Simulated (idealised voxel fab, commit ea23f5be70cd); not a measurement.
Title: Process Module voxel wiring stack
The width of the displayed cross-section, cut, is 265 nm; its cells are square, with a size of 5 nm.
For the purposes of this document, a cross-section shall be understood as a grid of square cells, specified as bands listed in top-to-bottom order, each band consisting of one or more rows of cells.
Heights first: top, then bottom, in nm. Then materials, left to right, each with a width in nm. "everywhere" on a single material: fills the band edge to edge. "air": empty space.
Height reference: 0 = level under which incoming wafer is all one material. Lowest band: no bottom, runs on downward, e.g. "0 nm and below".
With a width like "30->40", each row of cells in the band differs from the next by the same amount, the top row carrying the first number and the bottom row the second.
Take "no change" at face value: in the step it is given for, the cross-section changed in none of its cells.
Enclosed voids (no open way to top), threshold 8 cells or more, entry "Closed voids list", notation width x height at distance, distance from left edge, nm.
On a step's line, text after the settings is the simulator commenting on that step.
A step's line can hold "overlay nm"; with a mask on that step, the setting says how far right of the planned place the mask lay, while a negative setting says it lay to the left.

### These are the steps we planned for the process
1 RECEIVE, material Si
2 CONFORMAL_DEP, material SiO2, thk nm 15
3 CONFORMAL_DEP, material SiN, thk nm 5
4 DIRECTIONAL_DEP, material SiO2, thk nm 15
5 PATTERN, tone open, mask id METAL_1, material resist, width nm 20, pitch nm 40, thk nm 20, overlay nm 0
6 DIRECTIONAL_ETCH, etch materials SiO2, depth nm 15
7 DIRECTIONAL_ETCH, etch materials SiN, depth nm 5
8 STRIP, etch materials resist
9 CONFORMAL_DEP, material TiN, thk nm 5
10 FILL_DEP, material Ru, thk nm 10
11 CMP, height nm 35
12 EPI, material Ru, thk nm 5
13 FILL_DEP, material SiCN, thk nm 5
14 DIRECTIONAL_DEP, material SiO2, thk nm 20
15 PATTERN, tone open, mask id PLUG_1, material resist, width nm 15, pitch nm 40, thk nm 20, overlay nm 0
16 DIRECTIONAL_ETCH, etch materials SiO2, depth nm 20
17 DIRECTIONAL_ETCH, etch materials SiCN, depth nm 5
18 STRIP, etch materials resist
19 CONFORMAL_DEP, material TiN, thk nm 5
20 FILL_DEP, material W, thk nm 10
21 CMP, height nm 65
22 DIRECTIONAL_DEP, material TiN, thk nm 5
23 DIRECTIONAL_DEP, material W, thk nm 20
24 MASKED_ETCH, tone cover, mask id METAL_2, width nm 20, pitch nm 40, etch materials W, depth nm 20, overlay nm 0
25 MASKED_ETCH, tone cover, mask id METAL_2, width nm 20, pitch nm 40, etch materials TiN, depth nm 5, overlay nm 0
26 CONFORMAL_DEP, material SiN, thk nm 5
27 FILL_DEP, material SiO2, thk nm 5
28 CMP, height nm 90
29 CONFORMAL_DEP, material SiCN, thk nm 5
30 DIRECTIONAL_DEP, material SiO2, thk nm 30
31 PATTERN, tone open, mask id METAL_3, material resist, width nm 20, pitch nm 40, thk nm 15, overlay nm 0
32 DIRECTIONAL_ETCH, etch materials SiO2, depth nm 15
33 STRIP, etch materials resist
34 PATTERN, tone open, mask id METAL_3_HOLES, material resist, width nm 15, pitch nm 40, thk nm 15, overlay nm 0
35 DIRECTIONAL_ETCH, etch materials SiO2, depth nm 15
36 DIRECTIONAL_ETCH, etch materials SiCN, depth nm 5
37 STRIP, etch materials resist
38 CONFORMAL_DEP, material TiN, thk nm 5
39 FILL_DEP, material Cu, thk nm 5
40 CMP, height nm 125
41 CONFORMAL_DEP, material SiN, thk nm 5

### So this is the incoming wafer in cross-section - it's already been through step 1
0 nm and below: Si everywhere
Closed voids list: none

### Look at the cross-section after the module: the wafer started out the way shown above and the plan was the one shown above, yet one mistake was made along the way
130 nm to 125 nm: SiN everywhere
125 nm to 115 nm: SiO2 95 nm, then TiN 5 nm, then Cu 15 nm, then TiN 5 nm, then SiO2 15 nm, then TiN 5 nm, then Cu 15 nm, then TiN 5 nm, then SiO2 105 nm
115 nm to 110 nm: SiO2 95 nm, then TiN 25 nm, then SiO2 15 nm, then TiN 25 nm, then SiO2 105 nm
110 nm to 95 nm: SiO2 100 nm, then TiN 10 nm, then SiO2 30 nm, then TiN 10 nm, then SiO2 115 nm
95 nm to 90 nm: SiCN 100 nm, then TiN 10 nm, then SiCN 30 nm, then TiN 10 nm, then SiCN 115 nm
90 nm to 70 nm: SiO2 95 nm, then SiN 5 nm, then W 20 nm, then SiN 5 nm, then SiO2 10 nm, then SiN 5 nm, then W 20 nm, then SiN 5 nm, then SiO2 100 nm
70 nm to 65 nm: SiN 100 nm, then TiN 20 nm, then SiN 20 nm, then TiN 20 nm, then SiN 105 nm
65 nm to 45 nm: SiO2 100 nm, then TiN 5 nm, then W 5 nm, then TiN 5 nm, then SiO2 25 nm, then TiN 5 nm, then W 5 nm, then TiN 5 nm, then SiO2 110 nm
45 nm to 40 nm: SiCN 100 nm, then TiN 15 nm, then SiCN 25 nm, then TiN 15 nm, then SiCN 110 nm
40 nm to 35 nm: SiCN 95 nm, then Ru 30 nm, then SiCN 10 nm, then Ru 30 nm, then SiCN 100 nm
35 nm to 20 nm: SiO2 100 nm, then TiN 5 nm, then Ru 10 nm, then TiN 5 nm, then SiO2 20 nm, then TiN 5 nm, then Ru 10 nm, then TiN 5 nm, then SiO2 105 nm
20 nm to 15 nm: SiN 100 nm, then TiN 20 nm, then SiN 20 nm, then TiN 20 nm, then SiN 105 nm
15 nm to 0 nm: SiO2 everywhere
0 nm and below: Si everywhere
Closed voids list: none
Heads up, the wafer didn't run the way we planned it: so step 34 ended up running with a different setting than we planned, it ran as PATTERN, tone open, mask id METAL_3_HOLES, material resist, width nm 15, pitch nm 40, thk nm 15, overlay nm -5
